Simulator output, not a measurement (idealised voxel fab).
process module | voxel ribs on slabs
cross-section cut | 265 nm wide | cells 5 nm
A cross-section is a grid of square cells, given in bands from the top down. A band is one or more rows of cells.
Each band's line starts with the height of the band's top and of its bottom, in nm. Then come its materials from left to right, each with its width in nm. One material with "throughout" fills the band from edge to edge. "air" is empty space.
Height 0 is the level under which the wafer as received is all one material. The lowest band goes on downwards, as in "0 down".
A width such as "30 to 40" changes by the same amount from each row of cells to the next, from the band's top row to its bottom row.
"no change" after a step means that no cell of the cross-section changed.
closed voids: empty space of 8 cells or more with no open way to the top, each as width x height at its distance from the left edge, in nm
after a step's settings: what the simulator itself notes on the step
overlay nm, on a step with a mask: how far to the right of its planned place the mask lay; to the left if negative
plan
1 op RECEIVE | material Si
2 op DIRECTIONAL_DEP | material SiO2 | thk nm 30
3 op DIRECTIONAL_DEP | material polySi | thk nm 20
4 op DIRECTIONAL_DEP | material aC | thk nm 15
5 op PATTERN | tone cover | mask id RIB | material resist | width nm 30 | thk nm 35 | overlay nm 0
6 op DIRECTIONAL_ETCH | etch materials aC | depth nm 15
7 op STRIP | etch materials resist
8 op DIRECTIONAL_ETCH | etch materials polySi | depth nm 10
9 op STRIP | etch materials aC
10 op DIRECTIONAL_DEP | material aC | thk nm 10
11 op PATTERN | tone cover | mask id SLAB | material resist | width nm 80 | thk nm 25 | overlay nm 0
12 op DIRECTIONAL_ETCH | etch materials aC | depth nm 10
13 op STRIP | etch materials resist
14 op DIRECTIONAL_ETCH | etch materials polySi | depth nm 10
15 op STRIP | etch materials aC
16 op FILL_DEP | material SiO2 | thk nm 25
17 op CMP | height nm 70
18 op DIRECTIONAL_DEP | material W | thk nm 10
19 op MASKED_ETCH | tone cover | mask id HEATER | width nm 40 | etch materials W | depth nm 10 | overlay nm 0
20 op CONFORMAL_DEP | material SiO2 | thk nm 10
first wafer, as planned
as received, after step 1
  0 down: Si throughout
  closed voids: none
after step 2
  30 to 0: SiO2 throughout
  below 0: unchanged
after step 3
  50 to 30: polySi throughout
  below 30: unchanged
after step 4
  65 to 50: aC throughout
  below 50: unchanged
after step 5
  100 to 65: air 115 | resist 30 | air 120
  below 65: unchanged
after step 6
  85 to 65: air 115 | resist 30 | air 120
  65 to 50: air 115 | aC 30 | air 120
  below 50: unchanged
after step 7
  65 to 50: air 115 | aC 30 | air 120
  below 50: unchanged
after step 8
  65 to 50: air 115 | aC 30 | air 120
  50 to 40: air 115 | polySi 30 | air 120
  below 40: unchanged
after step 9
  50 to 40: air 115 | polySi 30 | air 120
  below 40: unchanged
after step 10
  60 to 50: air 115 | aC 30 | air 120
  50 to 40: aC 115 | polySi 30 | aC 120
  below 40: unchanged
after step 11
  85 to 60: air 90 | resist 80 | air 95
  60 to 50: air 90 | resist 25 | aC 30 | resist 25 | air 95
  below 50: unchanged
after step 12
  75 to 60: air 90 | resist 80 | air 95
  60 to 50: air 90 | resist 25 | aC 30 | resist 25 | air 95
  50 to 40: air 90 | aC 25 | polySi 30 | aC 25 | air 95
  below 40: unchanged
after step 13
  60 to 50: air 115 | aC 30 | air 120
  below 50: unchanged
after step 14
  60 to 50: air 115 | aC 30 | air 120
  50 to 40: air 90 | aC 25 | polySi 30 | aC 25 | air 95
  40 to 30: air 90 | polySi 80 | air 95
  below 30: unchanged
after step 15
  50 to 40: air 115 | polySi 30 | air 120
  below 40: unchanged
after step 16
  75 to 50: SiO2 throughout
  50 to 40: SiO2 115 | polySi 30 | SiO2 120
  40 to 30: SiO2 90 | polySi 80 | SiO2 95
  below 30: unchanged
after step 17
  70 to 50: SiO2 throughout
  below 50: unchanged
after step 18
  80 to 70: W throughout
  below 70: unchanged
after step 19
  80 to 70: air 110 | W 40 | air 115
  below 70: unchanged
after step 20
  90 to 80: air 100 | SiO2 60 | air 105
  80 to 70: SiO2 110 | W 40 | SiO2 115
  below 70: unchanged
second wafer: like start, like plan, one mistake. Through step 17 it matches the first wafer
when step 18 should have ended
  75 to 70: W throughout
  below 70: unchanged
when step 19 should have ended
  75 to 70: air 110 | W 40 | air 115
  below 70: unchanged
when step 20 should have ended
  85 to 80: air 100 | SiO2 60 | air 105
  80 to 75: SiO2 throughout
  75 to 70: SiO2 110 | W 40 | SiO2 115
  below 70: unchanged
what went wrong: step 18 ran as: op DIRECTIONAL_DEP | material W | thk nm 5
at the end the second wafer has, in cells: 4 fewer of SiO2 | 8 fewer of W
